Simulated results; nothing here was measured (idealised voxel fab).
This section sets out a process module, namely voxel air gaps.
FYI the section here is cut, 300 nm wide, cells are 5 nm squares.
Format of a cross-section: grid, square cells. Given as bands. Order: top down. Band: one or more rows of cells.
In this notation a band is specified by the heights of its top and bottom, in that order and in nm, after which its materials appear from left to right, each paired with its width in nm. The word "all across" attached to a single material means that material fills the band from edge to edge; the word "air" stands for empty space.
Basically, 0 is our baseline, since under it the wafer straight out of the box is all one material. The bottom band has no lower end and keeps on going down, so it looks like "0 nm and below".
Width spec "30..40" -> top row of cells at first value, bottom row at second value, equal per-row change in between.
Step marked "left unchanged"? Then no cell in the cross-section changed in it.
Reported under the label "Completely enclosed voids" are the empty spaces having no open way to the top and comprising 8 cells or more; the notation for each is width x height at distance, in which the distance is measured from the left edge and all three values are in nm.
If you see something after the settings on a step's line, that's the simulator's own remark about that step.
"overlay nm" on a masked step: distance the mask lay right of its planned place, negative for left.
If you're wondering how to read the rest of this, here's the deal. It's pairs of cross-sections: one from before a process step, one from after it. The after one is only drawn as far down as the lowest band that changed. Right under each pair you'll see which step sits between them and what its settings were. Don't read the pairs as one continuous story, though. They can come from different runs of this module on the same starting wafer, and a pair only carries on from the one above it where its entry headed "Before-step section" says so.
# Before-step section
	0 nm and below: Si all across
	Completely enclosed voids: none
# after
	10 nm to 0 nm: SiO2 all across
	Everything under 0 stays put, no change at all.
	Completely enclosed voids: none
Step linking the sections shown: op CONFORMAL_DEP | material SiO2 | thk nm 10
Before-step section: the after view from the pair directly above serves as the before view here.
# after
	15 nm to 10 nm: SiCN all across
	Everything under 10 stays put, no change at all.
	Completely enclosed voids: none
Step linking the sections shown: op CONFORMAL_DEP | material SiCN | thk nm 5
Before-step section: the after view from the pair directly above serves as the before view here.
# after
	55 nm to 15 nm: SiO2 all across
	Everything under 15 stays put, no change at all.
	Completely enclosed voids: none
Step linking the sections shown: op DIRECTIONAL_DEP | material SiO2 | thk nm 40
Before-step section: the after view from the pair directly above serves as the before view here.
# after
	55 nm to 15 nm: SiO2 (85), air (25), SiO2 (25), air (25), SiO2 (25), air (25), SiO2 (90)
	Everything under 15 stays put, no change at all.
	Completely enclosed voids: none
Step linking the sections shown: op MASKED_ETCH | tone open | mask id LINES | width nm 25 | pitch nm 50 | etch materials SiO2 | depth nm 40 | overlay nm 0
Before-step section: the after view from the pair directly above serves as the before view here.
# after
	60 nm to 55 nm: TiN (90), air (15), TiN (35), air (15), TiN (35), air (15), TiN (95)
	55 nm to 20 nm: SiO2 (85), TiN (5), air (15), TiN (5), SiO2 (25), TiN (5), air (15), TiN (5), SiO2 (25), TiN (5), air (15), TiN (5), SiO2 (90)
	20 nm to 15 nm: SiO2 (85), TiN (25), SiO2 (25), TiN (25), SiO2 (25), TiN (25), SiO2 (90)
	Everything under 15 stays put, no change at all.
	Completely enclosed voids: none
Step linking the sections shown: op CONFORMAL_DEP | material TiN | thk nm 5
Before-step section: the after view from the pair directly above serves as the before view here.
# after
	70 nm to 60 nm: Ru all across
	60 nm to 55 nm: TiN (90), Ru (15), TiN (35), Ru (15), TiN (35), Ru (15), TiN (95)
	55 nm to 20 nm: SiO2 (85), TiN (5), Ru (15), TiN (5), SiO2 (25), TiN (5), Ru (15), TiN (5), SiO2 (25), TiN (5), Ru (15), TiN (5), SiO2 (90)
	Everything under 20 stays put, no change at all.
	Completely enclosed voids: none
Step linking the sections shown: op FILL_DEP | material Ru | thk nm 10
Before-step section: the after view from the pair directly above serves as the before view here.
# after
	55 nm to 20 nm: SiO2 (85), TiN (5), Ru (15), TiN (5), SiO2 (25), TiN (5), Ru (15), TiN (5), SiO2 (25), TiN (5), Ru (15), TiN (5), SiO2 (90)
	Everything under 20 stays put, no change at all.
	Completely enclosed voids: none
Step linking the sections shown: op CMP | height nm 55
Before-step section: the after view from the pair directly above serves as the before view here.
# after
	65 nm to 55 nm: air (75), Ru (45), air (5), Ru (45), air (5), Ru (45), air (80)
	Everything under 55 stays put, no change at all.
	Completely enclosed voids: none
Step linking the sections shown: op EPI | material Ru | thk nm 10
Before-step section: the after view from the pair directly above serves as the before view here.
# after
	65 nm to 55 nm: air (75), Ru (45), air (5), Ru (45), air (5), Ru (45), air (80)
	55 nm to 20 nm: air (85), TiN (5), Ru (15), TiN (5), air (25), TiN (5), Ru (15), TiN (5), air (25), TiN (5), Ru (15), TiN (5), air (90)
	20 nm to 15 nm: air (85), TiN (25), air (25), TiN (25), air (25), TiN (25), air (90)
	Everything under 15 stays put, no change at all.
	Completely enclosed voids: none
Step linking the sections shown: op SELECTIVE_ETCH | etch materials SiO2 | depth nm 50
Before-step section: the after view from the pair directly above serves as the before view here.
# after
	70 nm to 65 nm: air (70), SiCN (155), air (75)
	65 nm to 55 nm: air (70), SiCN (5), Ru (45), SiCN (5), Ru (45), SiCN (5), Ru (45), SiCN (5), air (75)
	55 nm to 50 nm: air (70), SiCN (15), TiN (5), Ru (15), TiN (5), SiCN (25), TiN (5), Ru (15), TiN (5), SiCN (25), TiN (5), Ru (15), TiN (5), SiCN (15), air (75)
	50 nm to 20 nm: air (80), SiCN (5), TiN (5), Ru (15), TiN (5), SiCN (5), air (15), SiCN (5), TiN (5), Ru (15), TiN (5), SiCN (5), air (15), SiCN (5), TiN (5), Ru (15), TiN (5), SiCN (5), air (85)
	20 nm to 15 nm: SiCN (85), TiN (25), SiCN (25), TiN (25), SiCN (25), TiN (25), SiCN (90)
	Everything under 15 stays put, no change at all.
	Completely enclosed voids: 15 x 30 at 115; 15 x 30 at 165
Step linking the sections shown: op CONFORMAL_DEP | material SiCN | thk nm 5
# Before-step section
	70 nm to 60 nm: Ru all across
	60 nm to 55 nm: TiN (90), Ru (15), TiN (35), Ru (15), TiN (35), Ru (15), TiN (95)
	55 nm to 20 nm: SiO2 (85), TiN (5), Ru (15), TiN (5), SiO2 (25), TiN (5), Ru (15), TiN (5), SiO2 (25), TiN (5), Ru (15), TiN (5), SiO2 (90)
	20 nm to 15 nm: SiO2 (85), TiN (25), SiO2 (25), TiN (25), SiO2 (25), TiN (25), SiO2 (90)
	15 nm to 10 nm: SiCN all across
	10 nm to 0 nm: SiO2 all across
	0 nm and below: Si all across
	Completely enclosed voids: none
# after
	80 nm to 60 nm: Ru all across
	Everything under 60 stays put, no change at all.
	Completely enclosed voids: none
Step linking the sections shown: op EPI | material Ru | thk nm 10
Before-step section: the after view from the pair directly above serves as the before view here.
# after
	85 nm to 80 nm: SiCN all across
	Everything under 80 stays put, no change at all.
	Completely enclosed voids: none
Step linking the sections shown: op CONFORMAL_DEP | material SiCN | thk nm 5
# Before-step section
	65 nm to 55 nm: air (75), Ru (45), air (5), Ru (45), air (5), Ru (45), air (80)
	55 nm to 20 nm: SiO2 (85), TiN (5), Ru (15), TiN (5), SiO2 (25), TiN (5), Ru (15), TiN (5), SiO2 (25), TiN (5), Ru (15), TiN (5), SiO2 (90)
	20 nm to 15 nm: SiO2 (85), TiN (25), SiO2 (25), TiN (25), SiO2 (25), TiN (25), SiO2 (90)
	15 nm to 10 nm: SiCN all across
	10 nm to 0 nm: SiO2 all across
	0 nm and below: Si all across
	Completely enclosed voids: none
# after
	75 nm to 55 nm: air (65), Ru (165), air (70)
	Everything under 55 stays put, no change at all.
	Completely enclosed voids: none
Step linking the sections shown: op EPI | material Ru | thk nm 10
Before-step section: the after view from the pair directly above serves as the before view here.
# after
	75 nm to 55 nm: air (65), Ru (165), air (70)
	55 nm to 20 nm: air (85), TiN (5), Ru (15), TiN (5), SiO2 (25), TiN (5), Ru (15), TiN (5), SiO2 (25), TiN (5), Ru (15), TiN (5), air (90)
	20 nm to 15 nm: air (85), TiN (25), SiO2 (25), TiN (25), SiO2 (25), TiN (25), air (90)
	Everything under 15 stays put, no change at all.
	Completely enclosed voids: none
Step linking the sections shown: op SELECTIVE_ETCH | etch materials SiO2 | depth nm 50
Before-step section: the after view from the pair directly above serves as the before view here.
# after
	80 nm to 75 nm: air (60), SiCN (175), air (65)
	75 nm to 55 nm: air (60), SiCN (5), Ru (165), SiCN (5), air (65)
	55 nm to 50 nm: air (60), SiCN (25), TiN (5), Ru (15), TiN (5), SiO2 (25), TiN (5), Ru (15), TiN (5), SiO2 (25), TiN (5), Ru (15), TiN (5), SiCN (25), air (65)
	50 nm to 20 nm: air (80), SiCN (5), TiN (5), Ru (15), TiN (5), SiO2 (25), TiN (5), Ru (15), TiN (5), SiO2 (25), TiN (5), Ru (15), TiN (5), SiCN (5), air (85)
	20 nm to 15 nm: SiCN (85), TiN (25), SiO2 (25), TiN (25), SiO2 (25), TiN (25), SiCN (90)
	Everything under 15 stays put, no change at all.
	Completely enclosed voids: none
Step linking the sections shown: op CONFORMAL_DEP | material SiCN | thk nm 5
# Before-step section
	0 nm and below: Si all across
	Completely enclosed voids: none
# after
	5 nm to 0 nm: SiCN all across
	Everything under 0 stays put, no change at all.
	Completely enclosed voids: none
Step linking the sections shown: op CONFORMAL_DEP | material SiCN | thk nm 5
Before-step section: the after view from the pair directly above serves as the before view here.
# after
	15 nm to 5 nm: SiO2 all across
	Everything under 5 stays put, no change at all.
	Completely enclosed voids: none
Step linking the sections shown: op CONFORMAL_DEP | material SiO2 | thk nm 10
Before-step section: the after view from the pair directly above serves as the before view here.
# after
	55 nm to 5 nm: SiO2 all across
	Everything under 5 stays put, no change at all.
	Completely enclosed voids: none
Step linking the sections shown: op DIRECTIONAL_DEP | material SiO2 | thk nm 40
Before-step section: the after view from the pair directly above serves as the before view here.
# after
	55 nm to 15 nm: SiO2 (85), air (25), SiO2 (25), air (25), SiO2 (25), air (25), SiO2 (90)
	Everything under 15 stays put, no change at all.
	Completely enclosed voids: none
Step linking the sections shown: op MASKED_ETCH | tone open | mask id LINES | width nm 25 | pitch nm 50 | etch materials SiO2 | depth nm 40 | overlay nm 0
Before-step section: the after view from the pair directly above serves as the before view here.
# after
	60 nm to 55 nm: TiN (90), air (15), TiN (35), air (15), TiN (35), air (15), TiN (95)
	55 nm to 20 nm: SiO2 (85), TiN (5), air (15), TiN (5), SiO2 (25), TiN (5), air (15), TiN (5), SiO2 (25), TiN (5), air (15), TiN (5), SiO2 (90)
	20 nm to 15 nm: SiO2 (85), TiN (25), SiO2 (25), TiN (25), SiO2 (25), TiN (25), SiO2 (90)
	Everything under 15 stays put, no change at all.
	Completely enclosed voids: none
Step linking the sections shown: op CONFORMAL_DEP | material TiN | thk nm 5
Before-step section: the after view from the pair directly above serves as the before view here.
# after
	70 nm to 60 nm: Ru all across
	60 nm to 55 nm: TiN (90), Ru (15), TiN (35), Ru (15), TiN (35), Ru (15), TiN (95)
	55 nm to 20 nm: SiO2 (85), TiN (5), Ru (15), TiN (5), SiO2 (25), TiN (5), Ru (15), TiN (5), SiO2 (25), TiN (5), Ru (15), TiN (5), SiO2 (90)
	Everything under 20 stays put, no change at all.
	Completely enclosed voids: none
Step linking the sections shown: op FILL_DEP | material Ru | thk nm 10
Before-step section: the after view from the pair directly above serves as the before view here.
# after
	55 nm to 20 nm: SiO2 (85), TiN (5), Ru (15), TiN (5), SiO2 (25), TiN (5), Ru (15), TiN (5), SiO2 (25), TiN (5), Ru (15), TiN (5), SiO2 (90)
	Everything under 20 stays put, no change at all.
	Completely enclosed voids: none
Step linking the sections shown: op CMP | height nm 55
Before-step section: the after view from the pair directly above serves as the before view here.
# after
	65 nm to 55 nm: air (75), Ru (45), air (5), Ru (45), air (5), Ru (45), air (80)
	Everything under 55 stays put, no change at all.
	Completely enclosed voids: none
Step linking the sections shown: op EPI | material Ru | thk nm 10
Before-step section: the after view from the pair directly above serves as the before view here.
# after
	65 nm to 55 nm: air (75), Ru (45), air (5), Ru (45), air (5), Ru (45), air (80)
	55 nm to 20 nm: air (85), TiN (5), Ru (15), TiN (5), air (25), TiN (5), Ru (15), TiN (5), air (25), TiN (5), Ru (15), TiN (5), air (90)
	20 nm to 15 nm: air (85), TiN (25), air (25), TiN (25), air (25), TiN (25), air (90)
	15 nm to 5 nm: air (95), SiO2 (5), air (45), SiO2 (5), air (45), SiO2 (5), air (100)
	Everything under 5 stays put, no change at all.
	Completely enclosed voids: none
Step linking the sections shown: op SELECTIVE_ETCH | etch materials SiO2 | depth nm 50
Before-step section: the after view from the pair directly above serves as the before view here.
# after
	70 nm to 65 nm: air (70), SiCN (155), air (75)
	65 nm to 55 nm: air (70), SiCN (5), Ru (45), SiCN (5), Ru (45), SiCN (5), Ru (45), SiCN (5), air (75)
	55 nm to 50 nm: air (70), SiCN (15), TiN (5), Ru (15), TiN (5), SiCN (25), TiN (5), Ru (15), TiN (5), SiCN (25), TiN (5), Ru (15), TiN (5), SiCN (15), air (75)
	50 nm to 20 nm: air (80), SiCN (5), TiN (5), Ru (15), TiN (5), SiCN (5), air (15), SiCN (5), TiN (5), Ru (15), TiN (5), SiCN (5), air (15), SiCN (5), TiN (5), Ru (15), TiN (5), SiCN (5), air (85)
	20 nm to 15 nm: air (80), SiCN (5), TiN (25), SiCN (5), air (15), SiCN (5), TiN (25), SiCN (5), air (15), SiCN (5), TiN (25), SiCN (5), air (85)
	15 nm to 10 nm: air (80), SiCN (15), SiO2 (5), SiCN (15), air (15), SiCN (15), SiO2 (5), SiCN (15), air (15), SiCN (15), SiO2 (5), SiCN (15), air (85)
	10 nm to 5 nm: SiCN (95), SiO2 (5), SiCN (45), SiO2 (5), SiCN (45), SiO2 (5), SiCN (100)
	Everything under 5 stays put, no change at all.
	Completely enclosed voids: 15 x 40 at 115; 15 x 40 at 165
Step linking the sections shown: op CONFORMAL_DEP | material SiCN | thk nm 5
# Before-step section
	0 nm and below: Si all across
	Completely enclosed voids: none
# after
	5 nm to 0 nm: SiO2 all across
	Everything under 0 stays put, no change at all.
	Completely enclosed voids: none
Step linking the sections shown: op CONFORMAL_DEP | material SiO2 | thk nm 5
Before-step section: the after view from the pair directly above serves as the before view here.
# after
	10 nm to 5 nm: SiCN all across
	Everything under 5 stays put, no change at all.
	Completely enclosed voids: none
Step linking the sections shown: op CONFORMAL_DEP | material SiCN | thk nm 5
Before-step section: the after view from the pair directly above serves as the before view here.
# after
	50 nm to 10 nm: SiO2 all across
	Everything under 10 stays put, no change at all.
	Completely enclosed voids: none
Step linking the sections shown: op DIRECTIONAL_DEP | material SiO2 | thk nm 40
Before-step section: the after view from the pair directly above serves as the before view here.
# after
	50 nm to 10 nm: SiO2 (85), air (25), SiO2 (25), air (25), SiO2 (25), air (25), SiO2 (90)
	Everything under 10 stays put, no change at all.
	Completely enclosed voids: none
Step linking the sections shown: op MASKED_ETCH | tone open | mask id LINES | width nm 25 | pitch nm 50 | etch materials SiO2 | depth nm 40 | overlay nm 0
Before-step section: the after view from the pair directly above serves as the before view here.
# after
	55 nm to 50 nm: TiN (90), air (15), TiN (35), air (15), TiN (35), air (15), TiN (95)
	50 nm to 15 nm: SiO2 (85), TiN (5), air (15), TiN (5), SiO2 (25), TiN (5), air (15), TiN (5), SiO2 (25), TiN (5), air (15), TiN (5), SiO2 (90)
	15 nm to 10 nm: SiO2 (85), TiN (25), SiO2 (25), TiN (25), SiO2 (25), TiN (25), SiO2 (90)
	Everything under 10 stays put, no change at all.
	Completely enclosed voids: none
Step linking the sections shown: op CONFORMAL_DEP | material TiN | thk nm 5
Before-step section: the after view from the pair directly above serves as the before view here.
# after
	65 nm to 55 nm: Ru all across
	55 nm to 50 nm: TiN (90), Ru (15), TiN (35), Ru (15), TiN (35), Ru (15), TiN (95)
	50 nm to 15 nm: SiO2 (85), TiN (5), Ru (15), TiN (5), SiO2 (25), TiN (5), Ru (15), TiN (5), SiO2 (25), TiN (5), Ru (15), TiN (5), SiO2 (90)
	Everything under 15 stays put, no change at all.
	Completely enclosed voids: none
Step linking the sections shown: op FILL_DEP | material Ru | thk nm 10
Before-step section: the after view from the pair directly above serves as the before view here.
# after
	55 nm to 50 nm: TiN (90), Ru (15), TiN (35), Ru (15), TiN (35), Ru (15), TiN (95)
	Everything under 50 stays put, no change at all.
	Completely enclosed voids: none
Step linking the sections shown: op CMP | height nm 55
Before-step section: the after view from the pair directly above serves as the before view here.
# after
	65 nm to 55 nm: Ru all across
	Everything under 55 stays put, no change at all.
	Completely enclosed voids: none
Step linking the sections shown: op EPI | material Ru | thk nm 10
Before-step section: the after view from the pair directly above serves as the before view here.
# after
	70 nm to 65 nm: SiCN all across
	Everything under 65 stays put, no change at all.
	Completely enclosed voids: none
Step linking the sections shown: op CONFORMAL_DEP | material SiCN | thk nm 5
# Before-step section
	55 nm to 15 nm: SiO2 all across
	15 nm to 10 nm: SiCN all across
	10 nm to 0 nm: SiO2 all across
	0 nm and below: Si all across
	Completely enclosed voids: none
# after
	55 nm to 15 nm: SiO2 (90), air (15), SiO2 (35), air (15), SiO2 (35), air (15), SiO2 (95)
	Everything under 15 stays put, no change at all.
	Completely enclosed voids: none
Step linking the sections shown: op MASKED_ETCH | tone open | mask id LINES | width nm 15 | pitch nm 50 | etch materials SiO2 | depth nm 40 | overlay nm 0
Before-step section: the after view from the pair directly above serves as the before view here.
# after
	60 nm to 55 nm: TiN (95), air (5), TiN (45), air (5), TiN (45), air (5), TiN (100)
	55 nm to 20 nm: SiO2 (90), TiN (5), air (5), TiN (5), SiO2 (35), TiN (5), air (5), TiN (5), SiO2 (35), TiN (5), air (5), TiN (5), SiO2 (95)
	20 nm to 15 nm: SiO2 (90), TiN (15), SiO2 (35), TiN (15), SiO2 (35), TiN (15), SiO2 (95)
	Everything under 15 stays put, no change at all.
	Completely enclosed voids: none
Step linking the sections shown: op CONFORMAL_DEP | material TiN | thk nm 5
Before-step section: the after view from the pair directly above serves as the before view here.
# after
	70 nm to 60 nm: Ru all across
	60 nm to 55 nm: TiN (95), Ru (5), TiN (45), Ru (5), TiN (45), Ru (5), TiN (100)
	55 nm to 20 nm: SiO2 (90), TiN (5), Ru (5), TiN (5), SiO2 (35), TiN (5), Ru (5), TiN (5), SiO2 (35), TiN (5), Ru (5), TiN (5), SiO2 (95)
	Everything under 20 stays put, no change at all.
	Completely enclosed voids: none
Step linking the sections shown: op FILL_DEP | material Ru | thk nm 10
Before-step section: the after view from the pair directly above serves as the before view here.
# after
	55 nm to 20 nm: SiO2 (90), TiN (5), Ru (5), TiN (5), SiO2 (35), TiN (5), Ru (5), TiN (5), SiO2 (35), TiN (5), Ru (5), TiN (5), SiO2 (95)
	Everything under 20 stays put, no change at all.
	Completely enclosed voids: none
Step linking the sections shown: op CMP | height nm 55
Before-step section: the after view from the pair directly above serves as the before view here.
# after
	65 nm to 55 nm: air (80), Ru (35), air (15), Ru (35), air (15), Ru (35), air (85)
	Everything under 55 stays put, no change at all.
	Completely enclosed voids: none
Step linking the sections shown: op EPI | material Ru | thk nm 10
Before-step section: the after view from the pair directly above serves as the before view here.
# after
	65 nm to 55 nm: air (80), Ru (35), air (15), Ru (35), air (15), Ru (35), air (85)
	55 nm to 20 nm: air (90), TiN (5), Ru (5), TiN (5), air (35), TiN (5), Ru (5), TiN (5), air (35), TiN (5), Ru (5), TiN (5), air (95)
	20 nm to 15 nm: air (90), TiN (15), air (35), TiN (15), air (35), TiN (15), air (95)
	Everything under 15 stays put, no change at all.
	Completely enclosed voids: none
Step linking the sections shown: op SELECTIVE_ETCH | etch materials SiO2 | depth nm 50
Before-step section: the after view from the pair directly above serves as the before view here.
# after
	70 nm to 65 nm: air (75), SiCN (45), air (5), SiCN (45), air (5), SiCN (45), air (80)
	65 nm to 55 nm: air (75), SiCN (5), Ru (35), SiCN (5), air (5), SiCN (5), Ru (35), SiCN (5), air (5), SiCN (5), Ru (35), SiCN (5), air (80)
	55 nm to 50 nm: air (75), SiCN (15), TiN (5), Ru (5), TiN (5), SiCN (15), air (5), SiCN (15), TiN (5), Ru (5), TiN (5), SiCN (15), air (5), SiCN (15), TiN (5), Ru (5), TiN (5), SiCN (15), air (80)
	50 nm to 20 nm: air (85), SiCN (5), TiN (5), Ru (5), TiN (5), SiCN (5), air (25), SiCN (5), TiN (5), Ru (5), TiN (5), SiCN (5), air (25), SiCN (5), TiN (5), Ru (5), TiN (5), SiCN (5), air (90)
	20 nm to 15 nm: SiCN (90), TiN (15), SiCN (35), TiN (15), SiCN (35), TiN (15), SiCN (95)
	Everything under 15 stays put, no change at all.
	Completely enclosed voids: none
Step linking the sections shown: op CONFORMAL_DEP | material SiCN | thk nm 5
# Before-step section
	55 nm to 15 nm: SiO2 all across
	15 nm to 10 nm: SiCN all across
	10 nm to 0 nm: SiO2 all across
	0 nm and below: Si all across
	Completely enclosed voids: none
# after
	55 nm to 15 nm: SiO2 (75), air (25), SiO2 (25), air (25), SiO2 (25), air (25), SiO2 (100)
	Everything under 15 stays put, no change at all.
	Completely enclosed voids: none
Step linking the sections shown: op MASKED_ETCH | tone open | mask id LINES | width nm 25 | pitch nm 50 | etch materials SiO2 | depth nm 40 | overlay nm -10
Before-step section: the after view from the pair directly above serves as the before view here.
# after
	60 nm to 55 nm: TiN (80), air (15), TiN (35), air (15), TiN (35), air (15), TiN (105)
	55 nm to 20 nm: SiO2 (75), TiN (5), air (15), TiN (5), SiO2 (25), TiN (5), air (15), TiN (5), SiO2 (25), TiN (5), air (15), TiN (5), SiO2 (100)
	20 nm to 15 nm: SiO2 (75), TiN (25), SiO2 (25), TiN (25), SiO2 (25), TiN (25), SiO2 (100)
	Everything under 15 stays put, no change at all.
	Completely enclosed voids: none
Step linking the sections shown: op CONFORMAL_DEP | material TiN | thk nm 5
Before-step section: the after view from the pair directly above serves as the before view here.
# after
	70 nm to 60 nm: Ru all across
	60 nm to 55 nm: TiN (80), Ru (15), TiN (35), Ru (15), TiN (35), Ru (15), TiN (105)
	55 nm to 20 nm: SiO2 (75), TiN (5), Ru (15), TiN (5), SiO2 (25), TiN (5), Ru (15), TiN (5), SiO2 (25), TiN (5), Ru (15), TiN (5), SiO2 (100)
	Everything under 20 stays put, no change at all.
	Completely enclosed voids: none
Step linking the sections shown: op FILL_DEP | material Ru | thk nm 10
Before-step section: the after view from the pair directly above serves as the before view here.
# after
	55 nm to 20 nm: SiO2 (75), TiN (5), Ru (15), TiN (5), SiO2 (25), TiN (5), Ru (15), TiN (5), SiO2 (25), TiN (5), Ru (15), TiN (5), SiO2 (100)
	Everything under 20 stays put, no change at all.
	Completely enclosed voids: none
Step linking the sections shown: op CMP | height nm 55
Before-step section: the after view from the pair directly above serves as the before view here.
# after
	65 nm to 55 nm: air (65), Ru (45), air (5), Ru (45), air (5), Ru (45), air (90)
	Everything under 55 stays put, no change at all.
	Completely enclosed voids: none
Step linking the sections shown: op EPI | material Ru | thk nm 10
Before-step section: the after view from the pair directly above serves as the before view here.
# after
	65 nm to 55 nm: air (65), Ru (45), air (5), Ru (45), air (5), Ru (45), air (90)
	55 nm to 20 nm: air (75), TiN (5), Ru (15), TiN (5), air (25), TiN (5), Ru (15), TiN (5), air (25), TiN (5), Ru (15), TiN (5), air (100)
	20 nm to 15 nm: air (75), TiN (25), air (25), TiN (25), air (25), TiN (25), air (100)
	Everything under 15 stays put, no change at all.
	Completely enclosed voids: none
Step linking the sections shown: op SELECTIVE_ETCH | etch materials SiO2 | depth nm 50
Before-step section: the after view from the pair directly above serves as the before view here.
# after
	70 nm to 65 nm: air (60), SiCN (155), air (85)
	65 nm to 55 nm: air (60), SiCN (5), Ru (45), SiCN (5), Ru (45), SiCN (5), Ru (45), SiCN (5), air (85)
	55 nm to 50 nm: air (60), SiCN (15), TiN (5), Ru (15), TiN (5), SiCN (25), TiN (5), Ru (15), TiN (5), SiCN (25), TiN (5), Ru (15), TiN (5), SiCN (15), air (85)
	50 nm to 20 nm: air (70), SiCN (5), TiN (5), Ru (15), TiN (5), SiCN (5), air (15), SiCN (5), TiN (5), Ru (15), TiN (5), SiCN (5), air (15), SiCN (5), TiN (5), Ru (15), TiN (5), SiCN (5), air (95)
	20 nm to 15 nm: SiCN (75), TiN (25), SiCN (25), TiN (25), SiCN (25), TiN (25), SiCN (100)
	Everything under 15 stays put, no change at all.
	Completely enclosed voids: 15 x 30 at 105; 15 x 30 at 155
Step linking the sections shown: op CONFORMAL_DEP | material SiCN | thk nm 5
# Before-step section
	15 nm to 10 nm: SiCN all across
	10 nm to 0 nm: SiO2 all across
	0 nm and below: Si all across
	Completely enclosed voids: none
# after
	55 nm to 10 nm: SiCN all across
	Everything under 10 stays put, no change at all.
	Completely enclosed voids: none
Step linking the sections shown: op DIRECTIONAL_DEP | material SiCN | thk nm 40
Before-step section: the after view from the pair directly above serves as the before view here.
# after
	60 nm to 55 nm: TiN all across
	Everything under 55 stays put, no change at all.
	Completely enclosed voids: none
Step linking the sections shown: op CONFORMAL_DEP | material TiN | thk nm 5
Before-step section: the after view from the pair directly above serves as the before view here.
# after
	70 nm to 60 nm: Ru all across
	Everything under 60 stays put, no change at all.
	Completely enclosed voids: none
Step linking the sections shown: op FILL_DEP | material Ru | thk nm 10
Before-step section: the after view from the pair directly above serves as the before view here.
# after
	55 nm to 10 nm: SiCN all across
	Everything under 10 stays put, no change at all.
	Completely enclosed voids: none
Step linking the sections shown: op CMP | height nm 55
Before-step section: the after view from the pair directly above serves as the before view here.
# after
	60 nm to 10 nm: SiCN all across
	Everything under 10 stays put, no change at all.
	Completely enclosed voids: none
Step linking the sections shown: op CONFORMAL_DEP | material SiCN | thk nm 5
# Before-step section
	55 nm to 15 nm: SiO2 all across
	15 nm to 10 nm: SiCN all across
	10 nm to 0 nm: SiO2 all across
	0 nm and below: Si all across
	Completely enclosed voids: none
# after
	55 nm to 15 nm: air (85), SiO2 (25), air (25), SiO2 (25), air (25), SiO2 (25), air (90)
	Everything under 15 stays put, no change at all.
	Completely enclosed voids: none
Step linking the sections shown: op MASKED_ETCH | tone cover | mask id LINES | width nm 25 | pitch nm 50 | etch materials SiO2 | depth nm 40 | overlay nm 0
Before-step section: the after view from the pair directly above serves as the before view here.
# after
	60 nm to 55 nm: air (80), TiN (35), air (15), TiN (35), air (15), TiN (35), air (85)
	55 nm to 20 nm: air (80), TiN (5), SiO2 (25), TiN (5), air (15), TiN (5), SiO2 (25), TiN (5), air (15), TiN (5), SiO2 (25), TiN (5), air (85)
	20 nm to 15 nm: TiN (85), SiO2 (25), TiN (25), SiO2 (25), TiN (25), SiO2 (25), TiN (90)
	Everything under 15 stays put, no change at all.
	Completely enclosed voids: none
Step linking the sections shown: op CONFORMAL_DEP | material TiN | thk nm 5
Before-step section: the after view from the pair directly above serves as the before view here.
# after
	70 nm to 60 nm: Ru all across
	60 nm to 55 nm: Ru (80), TiN (35), Ru (15), TiN (35), Ru (15), TiN (35), Ru (85)
	55 nm to 20 nm: Ru (80), TiN (5), SiO2 (25), TiN (5), Ru (15), TiN (5), SiO2 (25), TiN (5), Ru (15), TiN (5), SiO2 (25), TiN (5), Ru (85)
	Everything under 20 stays put, no change at all.
	Completely enclosed voids: none
Step linking the sections shown: op FILL_DEP | material Ru | thk nm 10
Before-step section: the after view from the pair directly above serves as the before view here.
# after
	55 nm to 20 nm: Ru (80), TiN (5), SiO2 (25), TiN (5), Ru (15), TiN (5), SiO2 (25), TiN (5), Ru (15), TiN (5), SiO2 (25), TiN (5), Ru (85)
	Everything under 20 stays put, no change at all.
	Completely enclosed voids: none
Step linking the sections shown: op CMP | height nm 55
Before-step section: the after view from the pair directly above serves as the before view here.
# after
	65 nm to 55 nm: Ru (95), air (5), Ru (45), air (5), Ru (45), air (5), Ru (100)
	Everything under 55 stays put, no change at all.
	Completely enclosed voids: none
Step linking the sections shown: op EPI | material Ru | thk nm 10
Before-step section: the after view from the pair directly above serves as the before view here.
# after
	65 nm to 55 nm: Ru (95), air (5), Ru (45), air (5), Ru (45), air (5), Ru (100)
	55 nm to 20 nm: Ru (80), TiN (5), air (25), TiN (5), Ru (15), TiN (5), air (25), TiN (5), Ru (15), TiN (5), air (25), TiN (5), Ru (85)
	20 nm to 15 nm: TiN (85), air (25), TiN (25), air (25), TiN (25), air (25), TiN (90)
	Everything under 15 stays put, no change at all.
	Completely enclosed voids: none
Step linking the sections shown: op SELECTIVE_ETCH | etch materials SiO2 | depth nm 50
Before-step section: the after view from the pair directly above serves as the before view here.
# after
	70 nm to 65 nm: SiCN all across
	65 nm to 55 nm: Ru (95), SiCN (5), Ru (45), SiCN (5), Ru (45), SiCN (5), Ru (100)
	55 nm to 50 nm: Ru (80), TiN (5), SiCN (25), TiN (5), Ru (15), TiN (5), SiCN (25), TiN (5), Ru (15), TiN (5), SiCN (25), TiN (5), Ru (85)
	50 nm to 20 nm: Ru (80), TiN (5), SiCN (5), air (15), SiCN (5), TiN (5), Ru (15), TiN (5), SiCN (5), air (15), SiCN (5), TiN (5), Ru (15), TiN (5), SiCN (5), air (15), SiCN (5), TiN (5), Ru (85)
	20 nm to 15 nm: TiN (85), SiCN (25), TiN (25), SiCN (25), TiN (25), SiCN (25), TiN (90)
	Everything under 15 stays put, no change at all.
	Completely enclosed voids: 15 x 30 at 90; 15 x 30 at 140; 15 x 30 at 190
Step linking the sections shown: op CONFORMAL_DEP | material SiCN | thk nm 5
